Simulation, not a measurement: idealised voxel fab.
The process module that follows is named voxel capacitor over wiring.
Square cell edge 5 nm, section width 240 nm, ID cut.
A cross-section is a grid of square cells, given in bands from the top down. A band is one or more rows of cells.
In this notation a band is specified by the heights of its top and bottom, in that order and in nm, after which its materials appear from left to right, each paired with its width in nm. The word "all across" attached to a single material means that material fills the band from edge to edge; the word "air" stands for empty space.
Heights are expressed relative to 0, this being the level below which the as-received wafer comprises one material exclusively. The lowest band is unbounded in the downward direction and is denoted as in "0 -> down".
The notation "30..40" denotes a width that varies across the rows of cells in the band, beginning at the first number in the top row, finishing at the second number in the bottom row, and changing by an identical amount from each row to the next.
No cell of the cross-section changed in a step that is given as "nothing different".
You'll see "Unvented voids" listing empty spaces that have no way open to the top, as long as they're 8 cells or more; the notation is width x height at distance, where the distance is from the left edge, and all of it is in nm.
What comes after the settings on a step's line is commentary from the simulator itself on that step.
"overlay nm", when on a step's line for a step with a mask, measures how far to the right of its planned place the mask lay; a negative measure means to the left.
Heads up before you read on: it's before/after pairs around one process step each, after side only down to the lowest band that changed, step plus settings under the pair. Pairs can be from different runs of this module, same starting wafer, so only chain a pair onto the one above if its "Before processing step" entry says so.
-- Before processing step
* 110 -> 100 | 70 of air  35 of aC  135 of air
* 100 -> 95 | aC all across
* 95 -> 85 | 70 of aC  35 of TiN  135 of aC
* 85 -> 80 | 70 of TiN  35 of SiN  135 of TiN
* 80 -> 75 | TiN all across
* 75 -> 70 | 70 of SiN  35 of TiN  135 of SiN
* 70 -> 60 | 70 of TiN  35 of Ru  135 of TiN
* 60 -> 40 | 80 of SiO2  15 of Ru  145 of SiO2
* 40 -> 35 | 80 of SiCN  15 of Ru  145 of SiCN
* 35 -> 20 | 70 of SiO2  25 of Ru  50 of SiO2  25 of Ru  70 of SiO2
* 20 -> 15 | 70 of SiO2  25 of TiN  50 of SiO2  25 of TiN  70 of SiO2
* 15 -> 0 | SiO2 all across
* 0 -> down | Si all across
* Unvented voids: none
-- Post-Process View
* 140 -> 110 | 80 of air  55 of resist  105 of air
* 110 -> 100 | 70 of air  35 of aC  30 of resist  105 of air
* No changes below 100.
* Unvented voids: none
Step sandwiched between the two cross-sections above: PATTERN [tone cover] [mask id UPPER_PLATE] [material resist] [width nm 55] [thk nm 30] [overlay nm 0]
Before processing step: = after-state of the pair above.
-- Post-Process View
* 125 -> 110 | 80 of air  55 of resist  105 of air
* 110 -> 100 | 80 of air  25 of aC  30 of resist  105 of air
* 100 -> 95 | 80 of air  55 of aC  105 of air
* 95 -> 85 | 70 of air  35 of TiN  30 of aC  105 of air
* No changes below 85.
* Unvented voids: none
Step sandwiched between the two cross-sections above: DIRECTIONAL_ETCH [etch materials aC] [depth nm 15]
Before processing step: = after-state of the pair above.
-- Post-Process View
* 110 -> 100 | 80 of air  25 of aC  135 of air
* No changes below 100.
* Unvented voids: none
Step sandwiched between the two cross-sections above: STRIP [etch materials resist]
Before processing step: = after-state of the pair above.
-- Post-Process View
* 110 -> 100 | 80 of air  25 of aC  135 of air
* 100 -> 95 | 80 of air  55 of aC  105 of air
* 95 -> 85 | 80 of air  25 of TiN  30 of aC  105 of air
* 85 -> 80 | 70 of air  35 of SiN  30 of TiN  105 of air
* 80 -> 75 | 70 of air  65 of TiN  105 of air
* No changes below 75.
* Unvented voids: none
Step sandwiched between the two cross-sections above: DIRECTIONAL_ETCH [etch materials TiN] [depth nm 10]
Before processing step: = after-state of the pair above.
-- Post-Process View
* 110 -> 100 | 80 of air  25 of aC  135 of air
* 100 -> 95 | 80 of air  55 of aC  105 of air
* 95 -> 85 | 80 of air  25 of TiN  30 of aC  105 of air
* 85 -> 80 | 80 of air  25 of SiN  30 of TiN  105 of air
* 80 -> 75 | 70 of air  65 of TiN  105 of air
* 75 -> 70 | 70 of air  35 of TiN  30 of SiN  105 of air
* No changes below 70.
* Unvented voids: none
Step sandwiched between the two cross-sections above: DIRECTIONAL_ETCH [etch materials SiN] [depth nm 5]
Before processing step: = after-state of the pair above.
-- Post-Process View
* 95 -> 85 | 80 of air  25 of TiN  135 of air
* No changes below 85.
* Unvented voids: none
Step sandwiched between the two cross-sections above: STRIP [etch materials aC]
Before processing step: = after-state of the pair above.
-- Post-Process View
* 110 -> 100 | 80 of air  25 of aC  135 of air
* 100 -> 95 | 80 of air  55 of aC  105 of air
* 95 -> 85 | 70 of air  10 of aC  25 of TiN  30 of aC  105 of air
* 85 -> 80 | 80 of aC  25 of SiN  30 of TiN  105 of aC
* 80 -> 75 | 70 of aC  65 of TiN  105 of aC
* 75 -> 70 | 70 of aC  35 of TiN  30 of SiN  105 of aC
* No changes below 70.
* Unvented voids: none
Step sandwiched between the two cross-sections above: DIRECTIONAL_DEP [material aC] [thk nm 15]
Before processing step: = after-state of the pair above.
-- Post-Process View
* 140 -> 110 | 75 of air  65 of resist  100 of air
* 110 -> 100 | 75 of air  5 of resist  25 of aC  35 of resist  100 of air
* 100 -> 95 | 75 of air  5 of resist  55 of aC  5 of resist  100 of air
* 95 -> 85 | 70 of air  10 of aC  25 of TiN  30 of aC  5 of resist  100 of air
* No changes below 85.
* Unvented voids: none
Step sandwiched between the two cross-sections above: PATTERN [tone cover] [mask id LOWER_PLATE] [material resist] [width nm 65] [thk nm 30] [overlay nm 0]
Before processing step: = after-state of the pair above.
-- Post-Process View
* 125 -> 110 | 75 of air  65 of resist  100 of air
* 110 -> 100 | 75 of air  5 of resist  25 of aC  35 of resist  100 of air
* 100 -> 95 | 75 of air  5 of resist  55 of aC  5 of resist  100 of air
* 95 -> 85 | 75 of air  5 of aC  25 of TiN  30 of aC  5 of resist  100 of air
* 85 -> 80 | 75 of air  5 of aC  25 of SiN  30 of TiN  5 of aC  100 of air
* 80 -> 75 | 70 of air  65 of TiN  5 of aC  100 of air
* 75 -> 70 | 70 of air  35 of TiN  30 of SiN  5 of aC  100 of air
* No changes below 70.
* Unvented voids: none
Step sandwiched between the two cross-sections above: DIRECTIONAL_ETCH [etch materials aC] [depth nm 15]
Before processing step: = after-state of the pair above.
-- Post-Process View
* 110 -> 100 | 80 of air  25 of aC  135 of air
* 100 -> 95 | 80 of air  55 of aC  105 of air
* 95 -> 85 | 75 of air  5 of aC  25 of TiN  30 of aC  105 of air
* No changes below 85.
* Unvented voids: none
Step sandwiched between the two cross-sections above: STRIP [etch materials resist]
Before processing step: = after-state of the pair above.
-- Post-Process View
* 110 -> 100 | 80 of air  25 of aC  135 of air
* 100 -> 95 | 80 of air  55 of aC  105 of air
* 95 -> 85 | 75 of air  5 of aC  25 of TiN  30 of aC  105 of air
* 85 -> 80 | 75 of air  5 of aC  25 of SiN  30 of TiN  5 of aC  100 of air
* 80 -> 75 | 75 of air  60 of TiN  5 of aC  100 of air
* 75 -> 70 | 75 of air  30 of TiN  30 of SiN  5 of aC  100 of air
* 70 -> 60 | 70 of air  35 of Ru  35 of TiN  100 of air
* No changes below 60.
* Unvented voids: none
Step sandwiched between the two cross-sections above: DIRECTIONAL_ETCH [etch materials TiN] [depth nm 10]
Before processing step: = after-state of the pair above.
-- Post-Process View
* 95 -> 85 | 80 of air  25 of TiN  135 of air
* 85 -> 80 | 80 of air  25 of SiN  30 of TiN  105 of air
* 80 -> 75 | 75 of air  60 of TiN  105 of air
* 75 -> 70 | 75 of air  30 of TiN  30 of SiN  105 of air
* No changes below 70.
* Unvented voids: none
Step sandwiched between the two cross-sections above: STRIP [etch materials aC]
Before processing step: = after-state of the pair above.
-- Post-Process View
* 110 -> 95 | SiO2 all across
* 95 -> 85 | 80 of SiO2  25 of TiN  135 of SiO2
* 85 -> 80 | 80 of SiO2  25 of SiN  30 of TiN  105 of SiO2
* 80 -> 75 | 75 of SiO2  60 of TiN  105 of SiO2
* 75 -> 70 | 75 of SiO2  30 of TiN  30 of SiN  105 of SiO2
* 70 -> 60 | 70 of SiO2  35 of Ru  35 of TiN  100 of SiO2
* No changes below 60.
* Unvented voids: none
Step sandwiched between the two cross-sections above: FILL_DEP [material SiO2] [thk nm 15]
Before processing step: = after-state of the pair above.
-- Post-Process View
* 95 -> 85 | 80 of SiO2  25 of TiN  135 of SiO2
* No changes below 85.
* Unvented voids: none
Step sandwiched between the two cross-sections above: CMP [height nm 95]
Before processing step: = after-state of the pair above.
-- Post-Process View
* 105 -> 95 | aC all across
* No changes below 95.
* Unvented voids: none
Step sandwiched between the two cross-sections above: DIRECTIONAL_DEP [material aC] [thk nm 10]
Before processing step: = after-state of the pair above.
-- Post-Process View
* 135 -> 105 | 90 of resist  15 of air  135 of resist
* No changes below 105.
* Unvented voids: none
Step sandwiched between the two cross-sections above: PATTERN [tone open] [mask id PLUG_2] [material resist] [width nm 15] [thk nm 30] [overlay nm 0]
Before processing step: = after-state of the pair above.
-- Post-Process View
* 125 -> 105 | 90 of resist  15 of air  135 of resist
* 105 -> 95 | 90 of aC  15 of air  135 of aC
* No changes below 95.
* Unvented voids: none
Step sandwiched between the two cross-sections above: DIRECTIONAL_ETCH [etch materials aC] [depth nm 10]
Before processing step: = after-state of the pair above.
-- Post-Process View
* 105 -> 95 | 90 of aC  15 of air  135 of aC
* No changes below 95.
* Unvented voids: none
Step sandwiched between the two cross-sections above: STRIP [etch materials resist]
Before processing step: = after-state of the pair above.
-- Post-Process View
* 95 -> 85 | 80 of SiO2  25 of TiN  135 of SiO2
* No changes below 85.
* Unvented voids: none
Step sandwiched between the two cross-sections above: STRIP [etch materials aC]
Before processing step: = after-state of the pair above.
-- Post-Process View
* 100 -> 95 | TiN all across
* No changes below 95.
* Unvented voids: none
Step sandwiched between the two cross-sections above: CONFORMAL_DEP [material TiN] [thk nm 5]
Before processing step: = after-state of the pair above.
-- Post-Process View
* 105 -> 100 | Cu all across
* No changes below 100.
* Unvented voids: none
Step sandwiched between the two cross-sections above: FILL_DEP [material Cu] [thk nm 5]
Before processing step: = after-state of the pair above.
-- Post-Process View
* 95 -> 85 | 80 of SiO2  25 of TiN  135 of SiO2
* No changes below 85.
* Unvented voids: none
Step sandwiched between the two cross-sections above: CMP [height nm 95]
Before processing step: = after-state of the pair above.
-- Post-Process View
* 100 -> 95 | SiN all across
* No changes below 95.
* Unvented voids: none
Step sandwiched between the two cross-sections above: CONFORMAL_DEP [material SiN] [thk nm 5]
-- Before processing step
* 0 -> down | Si all across
* Unvented voids: none
-- Post-Process View
* 5 -> 0 | TiN all across
* No changes below 0.
* Unvented voids: none
Step sandwiched between the two cross-sections above: DIRECTIONAL_DEP [material TiN] [thk nm 5]
Before processing step: = after-state of the pair above.
-- Post-Process View
* 20 -> 5 | SiO2 all across
* No changes below 5.
* Unvented voids: none
Step sandwiched between the two cross-sections above: CONFORMAL_DEP [material SiO2] [thk nm 15]
Before processing step: = after-state of the pair above.
-- Post-Process View
* 35 -> 20 | Ru all across
* No changes below 20.
* Unvented voids: none
Step sandwiched between the two cross-sections above: DIRECTIONAL_DEP [material Ru] [thk nm 15]
Before processing step: = after-state of the pair above.
-- Post-Process View
* 45 -> 35 | aC all across
* No changes below 35.
* Unvented voids: none
Step sandwiched between the two cross-sections above: DIRECTIONAL_DEP [material aC] [thk nm 10]
Before processing step: = after-state of the pair above.
-- Post-Process View
* 70 -> 45 | 70 of air  25 of resist  50 of air  25 of resist  70 of air
* No changes below 45.
* Unvented voids: none
Step sandwiched between the two cross-sections above: PATTERN [tone cover] [mask id METAL_1] [material resist] [width nm 25] [pitch nm 75] [thk nm 25] [overlay nm 0]
Before processing step: = after-state of the pair above.
-- Post-Process View
* 60 -> 45 | 70 of air  25 of resist  50 of air  25 of resist  70 of air
* 45 -> 35 | 70 of air  25 of aC  50 of air  25 of aC  70 of air
* No changes below 35.
* Unvented voids: none
Step sandwiched between the two cross-sections above: DIRECTIONAL_ETCH [etch materials aC] [depth nm 10]
Before processing step: = after-state of the pair above.
-- Post-Process View
* 45 -> 35 | 70 of air  25 of aC  50 of air  25 of aC  70 of air
* No changes below 35.
* Unvented voids: none
Step sandwiched between the two cross-sections above: STRIP [etch materials resist]
Before processing step: = after-state of the pair above.
-- Post-Process View
* 45 -> 35 | 70 of air  25 of aC  50 of air  25 of aC  70 of air
* 35 -> 20 | 70 of air  25 of Ru  50 of air  25 of Ru  70 of air
* No changes below 20.
* Unvented voids: none
Step sandwiched between the two cross-sections above: DIRECTIONAL_ETCH [etch materials Ru] [depth nm 15]
Before processing step: = after-state of the pair above.
-- Post-Process View
* 35 -> 20 | 70 of air  25 of Ru  50 of air  25 of Ru  70 of air
* No changes below 20.
* Unvented voids: none
Step sandwiched between the two cross-sections above: STRIP [etch materials aC]
Before processing step: = after-state of the pair above.
-- Post-Process View
* 45 -> 35 | SiO2 all across
* 35 -> 20 | 70 of SiO2  25 of Ru  50 of SiO2  25 of Ru  70 of SiO2
* No changes below 20.
* Unvented voids: none
Step sandwiched between the two cross-sections above: FILL_DEP [material SiO2] [thk nm 10]
Before processing step: = after-state of the pair above.
-- Post-Process View
* 35 -> 20 | 70 of SiO2  25 of Ru  50 of SiO2  25 of Ru  70 of SiO2
* No changes below 20.
* Unvented voids: none
Step sandwiched between the two cross-sections above: CMP [height nm 35]
Before processing step: = after-state of the pair above.
-- Post-Process View
* 40 -> 35 | SiCN all across
* No changes below 35.
* Unvented voids: none
Step sandwiched between the two cross-sections above: CONFORMAL_DEP [material SiCN] [thk nm 5]
Before processing step: = after-state of the pair above.
-- Post-Process View
* 60 -> 40 | SiO2 all across
* No changes below 40.
* Unvented voids: none
Step sandwiched between the two cross-sections above: DIRECTIONAL_DEP [material SiO2] [thk nm 20]
Before processing step: = after-state of the pair above.
-- Post-Process View
* 60 -> 40 | 80 of SiO2  15 of air  145 of SiO2
* No changes below 40.
* Unvented voids: none
Step sandwiched between the two cross-sections above: MASKED_ETCH [tone open] [mask id PLUG_1] [width nm 15] [etch materials SiO2] [depth nm 20] [overlay nm 0]
Before processing step: = after-state of the pair above.
-- Post-Process View
* 60 -> 40 | 80 of SiO2  15 of air  145 of SiO2
* 40 -> 35 | 80 of SiCN  15 of air  145 of SiCN
* No changes below 35.
* Unvented voids: none
Step sandwiched between the two cross-sections above: MASKED_ETCH [tone open] [mask id PLUG_1] [width nm 15] [etch materials SiCN] [depth nm 5] [overlay nm 0]
Before processing step: = after-state of the pair above.
-- Post-Process View
* 60 -> 45 | 80 of SiO2  15 of air  145 of SiO2
* 45 -> 40 | 80 of SiO2  15 of Ru  145 of SiO2
* 40 -> 35 | 80 of SiCN  15 of Ru  145 of SiCN
* No changes below 35.
* Unvented voids: none
Step sandwiched between the two cross-sections above: EPI [material Ru] [thk nm 10]
Before processing step: = after-state of the pair above.
-- Post-Process View
* 60 -> 55 | 80 of SiO2  15 of air  145 of SiO2
* 55 -> 40 | 80 of SiO2  15 of Ru  145 of SiO2
* No changes below 40.
* Unvented voids: none
Step sandwiched between the two cross-sections above: EPI [material Ru] [thk nm 10]
Before processing step: = after-state of the pair above.
-- Post-Process View
* 60 -> 40 | 80 of SiO2  15 of Ru  145 of SiO2
* No changes below 40.
* Unvented voids: none
Step sandwiched between the two cross-sections above: EPI [material Ru] [thk nm 5]
Before processing step: = after-state of the pair above.
-- Post-Process View
* 70 -> 60 | TiN all across
* No changes below 60.
* Unvented voids: none
Step sandwiched between the two cross-sections above: DIRECTIONAL_DEP [material TiN] [thk nm 10]
Before processing step: = after-state of the pair above.
-- Post-Process View
* 75 -> 70 | SiN all across
* No changes below 70.
* Unvented voids: none
Step sandwiched between the two cross-sections above: DIRECTIONAL_DEP [material SiN] [thk nm 5]
Before processing step: = after-state of the pair above.
-- Post-Process View
* 85 -> 75 | TiN all across
* No changes below 75.
* Unvented voids: none
Step sandwiched between the two cross-sections above: DIRECTIONAL_DEP [material TiN] [thk nm 10]
Before processing step: = after-state of the pair above.
-- Post-Process View
* 100 -> 85 | aC all across
* No changes below 85.
* Unvented voids: none
Step sandwiched between the two cross-sections above: DIRECTIONAL_DEP [material aC] [thk nm 15]
Before processing step: = after-state of the pair above.
-- Post-Process View
* 130 -> 100 | 80 of air  55 of resist  105 of air
* No changes below 100.
* Unvented voids: none
Step sandwiched between the two cross-sections above: PATTERN [tone cover] [mask id UPPER_PLATE] [material resist] [width nm 55] [thk nm 30] [overlay nm 0]
Before processing step: = after-state of the pair above.
-- Post-Process View
* 115 -> 100 | 80 of air  55 of resist  105 of air
* 100 -> 85 | 80 of air  55 of aC  105 of air
* No changes below 85.
* Unvented voids: none
Step sandwiched between the two cross-sections above: DIRECTIONAL_ETCH [etch materials aC] [depth nm 15]
Before processing step: = after-state of the pair above.
-- Post-Process View
* 100 -> 85 | 80 of air  55 of aC  105 of air
* No changes below 85.
* Unvented voids: none
Step sandwiched between the two cross-sections above: STRIP [etch materials resist]
Before processing step: = after-state of the pair above.
-- Post-Process View
* 100 -> 85 | 80 of air  55 of aC  105 of air
* 85 -> 75 | 80 of air  55 of TiN  105 of air
* No changes below 75.
* Unvented voids: none
Step sandwiched between the two cross-sections above: DIRECTIONAL_ETCH [etch materials TiN] [depth nm 10]
Before processing step: = after-state of the pair above.
-- Post-Process View
* 100 -> 85 | 80 of air  55 of aC  105 of air
* 85 -> 75 | 80 of air  55 of TiN  105 of air
* 75 -> 70 | 80 of air  55 of SiN  105 of air
* No changes below 70.
* Unvented voids: none
Step sandwiched between the two cross-sections above: DIRECTIONAL_ETCH [etch materials SiN] [depth nm 5]
Before processing step: = after-state of the pair above.
-- Post-Process View
* 85 -> 75 | 80 of air  55 of TiN  105 of air
* No changes below 75.
* Unvented voids: none
Step sandwiched between the two cross-sections above: STRIP [etch materials aC]
Before processing step: = after-state of the pair above.
-- Post-Process View
* 100 -> 85 | 80 of air  55 of aC  105 of air
* 85 -> 75 | 80 of aC  55 of TiN  105 of aC
* 75 -> 70 | 80 of aC  55 of SiN  105 of aC
* No changes below 70.
* Unvented voids: none
Step sandwiched between the two cross-sections above: DIRECTIONAL_DEP [material aC] [thk nm 15]
Before processing step: = after-state of the pair above.
-- Post-Process View
* 130 -> 100 | 75 of air  65 of resist  100 of air
* 100 -> 85 | 75 of air  5 of resist  55 of aC  5 of resist  100 of air
* No changes below 85.
* Unvented voids: none
Step sandwiched between the two cross-sections above: PATTERN [tone cover] [mask id LOWER_PLATE] [material resist] [width nm 65] [thk nm 30] [overlay nm 0]
Before processing step: = after-state of the pair above.
-- Post-Process View
* 115 -> 100 | 75 of air  65 of resist  100 of air
* 100 -> 85 | 75 of air  5 of resist  55 of aC  5 of resist  100 of air
* 85 -> 75 | 75 of air  5 of aC  55 of TiN  5 of aC  100 of air
* 75 -> 70 | 75 of air  5 of aC  55 of SiN  5 of aC  100 of air
* No changes below 70.
* Unvented voids: none
Step sandwiched between the two cross-sections above: DIRECTIONAL_ETCH [etch materials aC] [depth nm 15]
Before processing step: = after-state of the pair above.
-- Post-Process View
* 100 -> 85 | 80 of air  55 of aC  105 of air
* No changes below 85.
* Unvented voids: none
Step sandwiched between the two cross-sections above: STRIP [etch materials resist]
Before processing step: = after-state of the pair above.
-- Post-Process View
* 100 -> 85 | 80 of air  55 of aC  105 of air
* 85 -> 75 | 75 of air  5 of aC  55 of TiN  5 of aC  100 of air
* 75 -> 70 | 75 of air  5 of aC  55 of SiN  5 of aC  100 of air
* 70 -> 60 | 75 of air  65 of TiN  100 of air
* No changes below 60.
* Unvented voids: none
Step sandwiched between the two cross-sections above: DIRECTIONAL_ETCH [etch materials TiN] [depth nm 10]
Before processing step: = after-state of the pair above.
-- Post-Process View
* 85 -> 75 | 80 of air  55 of TiN  105 of air
* 75 -> 70 | 80 of air  55 of SiN  105 of air
* No changes below 70.
* Unvented voids: none
Step sandwiched between the two cross-sections above: STRIP [etch materials aC]
Before processing step: = after-state of the pair above.
-- Post-Process View
* 100 -> 85 | SiO2 all across
* 85 -> 75 | 80 of SiO2  55 of TiN  105 of SiO2
* 75 -> 70 | 80 of SiO2  55 of SiN  105 of SiO2
* 70 -> 60 | 75 of SiO2  65 of TiN  100 of SiO2
* No changes below 60.
* Unvented voids: none
Step sandwiched between the two cross-sections above: FILL_DEP [material SiO2] [thk nm 15]
Before processing step: = after-state of the pair above.
-- Post-Process View
* 95 -> 85 | SiO2 all across
* No changes below 85.
* Unvented voids: none
Step sandwiched between the two cross-sections above: CMP [height nm 95]
Before processing step: = after-state of the pair above.
-- Post-Process View
* 105 -> 95 | aC all across
* No changes below 95.
* Unvented voids: none
Step sandwiched between the two cross-sections above: DIRECTIONAL_DEP [material aC] [thk nm 10]
Before processing step: = after-state of the pair above.
-- Post-Process View
* 135 -> 105 | 90 of resist  15 of air  135 of resist
* No changes below 105.
* Unvented voids: none
Step sandwiched between the two cross-sections above: PATTERN [tone open] [mask id PLUG_2] [material resist] [width nm 15] [thk nm 30] [overlay nm 0]
Before processing step: = after-state of the pair above.
-- Post-Process View
* 125 -> 105 | 90 of resist  15 of air  135 of resist
* 105 -> 95 | 90 of aC  15 of air  135 of aC
* No changes below 95.
* Unvented voids: none
Step sandwiched between the two cross-sections above: DIRECTIONAL_ETCH [etch materials aC] [depth nm 10]
Before processing step: = after-state of the pair above.
-- Post-Process View
* 105 -> 95 | 90 of aC  15 of air  135 of aC
* No changes below 95.
* Unvented voids: none
Step sandwiched between the two cross-sections above: STRIP [etch materials resist]
Before processing step: = after-state of the pair above.
-- Post-Process View
* 105 -> 95 | 90 of aC  15 of air  135 of aC
* 95 -> 85 | 90 of SiO2  15 of air  135 of SiO2
* No changes below 85.
* Unvented voids: none
Step sandwiched between the two cross-sections above: DIRECTIONAL_ETCH [etch materials SiO2] [depth nm 10]
Before processing step: = after-state of the pair above.
-- Post-Process View
* 95 -> 85 | 90 of SiO2  15 of air  135 of SiO2
* No changes below 85.
* Unvented voids: none
Step sandwiched between the two cross-sections above: STRIP [etch materials aC]
Before processing step: = after-state of the pair above.
-- Post-Process View
* 100 -> 95 | 95 of TiN  5 of air  140 of TiN
* 95 -> 90 | 90 of SiO2  5 of TiN  5 of air  5 of TiN  135 of SiO2
* 90 -> 85 | 90 of SiO2  15 of TiN  135 of SiO2
* No changes below 85.
* Unvented voids: none
Step sandwiched between the two cross-sections above: CONFORMAL_DEP [material TiN] [thk nm 5]
Before processing step: = after-state of the pair above.
-- Post-Process View
* 105 -> 100 | Cu all across
* 100 -> 95 | 95 of TiN  5 of Cu  140 of TiN
* 95 -> 90 | 90 of SiO2  5 of TiN  5 of Cu  5 of TiN  135 of SiO2
* No changes below 90.
* Unvented voids: none
Step sandwiched between the two cross-sections above: FILL_DEP [material Cu] [thk nm 5]
Before processing step: = after-state of the pair above.
-- Post-Process View
* 95 -> 90 | 90 of SiO2  5 of TiN  5 of Cu  5 of TiN  135 of SiO2
* No changes below 90.
* Unvented voids: none
Step sandwiched between the two cross-sections above: CMP [height nm 95]
Before processing step: = after-state of the pair above.
-- Post-Process View
* 100 -> 95 | SiN all across
* No changes below 95.
* Unvented voids: none
Step sandwiched between the two cross-sections above: CONFORMAL_DEP [material SiN] [thk nm 5]
-- Before processing step
* 60 -> 40 | 80 of SiO2  15 of Ru  145 of SiO2
* 40 -> 35 | 80 of SiCN  15 of Ru  145 of SiCN
* 35 -> 20 | 70 of SiO2  25 of Ru  50 of SiO2  25 of Ru  70 of SiO2
* 20 -> 15 | 70 of SiO2  25 of TiN  50 of SiO2  25 of TiN  70 of SiO2
* 15 -> 0 | SiO2 all across
* 0 -> down | Si all across
* Unvented voids: none
-- Post-Process View
* 75 -> 60 | TiN all across
* No changes below 60.
* Unvented voids: none
Step sandwiched between the two cross-sections above: DIRECTIONAL_DEP [material TiN] [thk nm 15]
Before processing step: = after-state of the pair above.
-- Post-Process View
* 80 -> 75 | SiN all across
* No changes below 75.
* Unvented voids: none
Step sandwiched between the two cross-sections above: DIRECTIONAL_DEP [material SiN] [thk nm 5]
Before processing step: = after-state of the pair above.
-- Post-Process View
* 90 -> 80 | TiN all across
* No changes below 80.
* Unvented voids: none
Step sandwiched between the two cross-sections above: DIRECTIONAL_DEP [material TiN] [thk nm 10]
Before processing step: = after-state of the pair above.
-- Post-Process View
* 105 -> 90 | aC all across
* No changes below 90.
* Unvented voids: none
Step sandwiched between the two cross-sections above: DIRECTIONAL_DEP [material aC] [thk nm 15]
Before processing step: = after-state of the pair above.
-- Post-Process View
* 135 -> 105 | 80 of air  55 of resist  105 of air
* No changes below 105.
* Unvented voids: none
Step sandwiched between the two cross-sections above: PATTERN [tone cover] [mask id UPPER_PLATE] [material resist] [width nm 55] [thk nm 30] [overlay nm 0]
Before processing step: = after-state of the pair above.
-- Post-Process View
* 120 -> 105 | 80 of air  55 of resist  105 of air
* 105 -> 90 | 80 of air  55 of aC  105 of air
* No changes below 90.
* Unvented voids: none
Step sandwiched between the two cross-sections above: DIRECTIONAL_ETCH [etch materials aC] [depth nm 15]
Before processing step: = after-state of the pair above.
-- Post-Process View
* 105 -> 90 | 80 of air  55 of aC  105 of air
* No changes below 90.
* Unvented voids: none
Step sandwiched between the two cross-sections above: STRIP [etch materials resist]
Before processing step: = after-state of the pair above.
-- Post-Process View
* 105 -> 90 | 80 of air  55 of aC  105 of air
* 90 -> 80 | 80 of air  55 of TiN  105 of air
* No changes below 80.
* Unvented voids: none
Step sandwiched between the two cross-sections above: DIRECTIONAL_ETCH [etch materials TiN] [depth nm 10]
Before processing step: = after-state of the pair above.
-- Post-Process View
* 105 -> 90 | 80 of air  55 of aC  105 of air
* 90 -> 80 | 80 of air  55 of TiN  105 of air
* 80 -> 75 | 80 of air  55 of SiN  105 of air
* No changes below 75.
* Unvented voids: none
Step sandwiched between the two cross-sections above: DIRECTIONAL_ETCH [etch materials SiN] [depth nm 5]
Before processing step: = after-state of the pair above.
-- Post-Process View
* 90 -> 80 | 80 of air  55 of TiN  105 of air
* No changes below 80.
* Unvented voids: none
Step sandwiched between the two cross-sections above: STRIP [etch materials aC]
Before processing step: = after-state of the pair above.
-- Post-Process View
* 105 -> 90 | 80 of air  55 of aC  105 of air
* 90 -> 80 | 80 of aC  55 of TiN  105 of aC
* 80 -> 75 | 80 of aC  55 of SiN  105 of aC
* No changes below 75.
* Unvented voids: none
Step sandwiched between the two cross-sections above: DIRECTIONAL_DEP [material aC] [thk nm 15]
Before processing step: = after-state of the pair above.
-- Post-Process View
* 135 -> 105 | 75 of air  65 of resist  100 of air
* 105 -> 90 | 75 of air  5 of resist  55 of aC  5 of resist  100 of air
* No changes below 90.
* Unvented voids: none
Step sandwiched between the two cross-sections above: PATTERN [tone cover] [mask id LOWER_PLATE] [material resist] [width nm 65] [thk nm 30] [overlay nm 0]
Before processing step: = after-state of the pair above.
-- Post-Process View
* 120 -> 105 | 75 of air  65 of resist  100 of air
* 105 -> 90 | 75 of air  5 of resist  55 of aC  5 of resist  100 of air
* 90 -> 80 | 75 of air  5 of aC  55 of TiN  5 of aC  100 of air
* 80 -> 75 | 75 of air  5 of aC  55 of SiN  5 of aC  100 of air
* No changes below 75.
* Unvented voids: none
Step sandwiched between the two cross-sections above: DIRECTIONAL_ETCH [etch materials aC] [depth nm 15]
Before processing step: = after-state of the pair above.
-- Post-Process View
* 105 -> 90 | 80 of air  55 of aC  105 of air
* No changes below 90.
* Unvented voids: none
Step sandwiched between the two cross-sections above: STRIP [etch materials resist]
Before processing step: = after-state of the pair above.
-- Post-Process View
* 105 -> 90 | 80 of air  55 of aC  105 of air
* 90 -> 80 | 75 of air  5 of aC  55 of TiN  5 of aC  100 of air
* 80 -> 75 | 75 of air  5 of aC  55 of SiN  5 of aC  100 of air
* 75 -> 65 | 75 of air  65 of TiN  100 of air
* No changes below 65.
* Unvented voids: none
Step sandwiched between the two cross-sections above: DIRECTIONAL_ETCH [etch materials TiN] [depth nm 10]
Before processing step: = after-state of the pair above.
-- Post-Process View
* 90 -> 80 | 80 of air  55 of TiN  105 of air
* 80 -> 75 | 80 of air  55 of SiN  105 of air
* No changes below 75.
* Unvented voids: none
Step sandwiched between the two cross-sections above: STRIP [etch materials aC]
Before processing step: = after-state of the pair above.
-- Post-Process View
* 105 -> 90 | SiO2 all across
* 90 -> 80 | 80 of SiO2  55 of TiN  105 of SiO2
* 80 -> 75 | 80 of SiO2  55 of SiN  105 of SiO2
* 75 -> 65 | 75 of SiO2  65 of TiN  100 of SiO2
* No changes below 65.
* Unvented voids: none
Step sandwiched between the two cross-sections above: FILL_DEP [material SiO2] [thk nm 15]
Before processing step: = after-state of the pair above.
-- Post-Process View
* 95 -> 90 | SiO2 all across
* No changes below 90.
* Unvented voids: none
Step sandwiched between the two cross-sections above: CMP [height nm 95]
Before processing step: = after-state of the pair above.
-- Post-Process View
* 105 -> 95 | aC all across
* No changes below 95.
* Unvented voids: none
Step sandwiched between the two cross-sections above: DIRECTIONAL_DEP [material aC] [thk nm 10]
Before processing step: = after-state of the pair above.
-- Post-Process View
* 135 -> 105 | 90 of resist  15 of air  135 of resist
* No changes below 105.
* Unvented voids: none
Step sandwiched between the two cross-sections above: PATTERN [tone open] [mask id PLUG_2] [material resist] [width nm 15] [thk nm 30] [overlay nm 0]
Before processing step: = after-state of the pair above.
-- Post-Process View
* 125 -> 105 | 90 of resist  15 of air  135 of resist
* 105 -> 95 | 90 of aC  15 of air  135 of aC
* No changes below 95.
* Unvented voids: none
Step sandwiched between the two cross-sections above: DIRECTIONAL_ETCH [etch materials aC] [depth nm 10]
Before processing step: = after-state of the pair above.
-- Post-Process View
* 105 -> 95 | 90 of aC  15 of air  135 of aC
* No changes below 95.
* Unvented voids: none
Step sandwiched between the two cross-sections above: STRIP [etch materials resist]
Before processing step: = after-state of the pair above.
-- Post-Process View
* 105 -> 95 | 90 of aC  15 of air  135 of aC
* 95 -> 90 | 90 of SiO2  15 of air  135 of SiO2
* No changes below 90.
* Unvented voids: none
Step sandwiched between the two cross-sections above: DIRECTIONAL_ETCH [etch materials SiO2] [depth nm 10]
Before processing step: = after-state of the pair above.
-- Post-Process View
* 95 -> 90 | 90 of SiO2  15 of air  135 of SiO2
* No changes below 90.
* Unvented voids: none
Step sandwiched between the two cross-sections above: STRIP [etch materials aC]
Before processing step: = after-state of the pair above.
-- Post-Process View
* 100 -> 95 | 95 of TiN  5 of air  140 of TiN
* 95 -> 90 | 90 of SiO2  15 of TiN  135 of SiO2
* No changes below 90.
* Unvented voids: none
Step sandwiched between the two cross-sections above: CONFORMAL_DEP [material TiN] [thk nm 5]
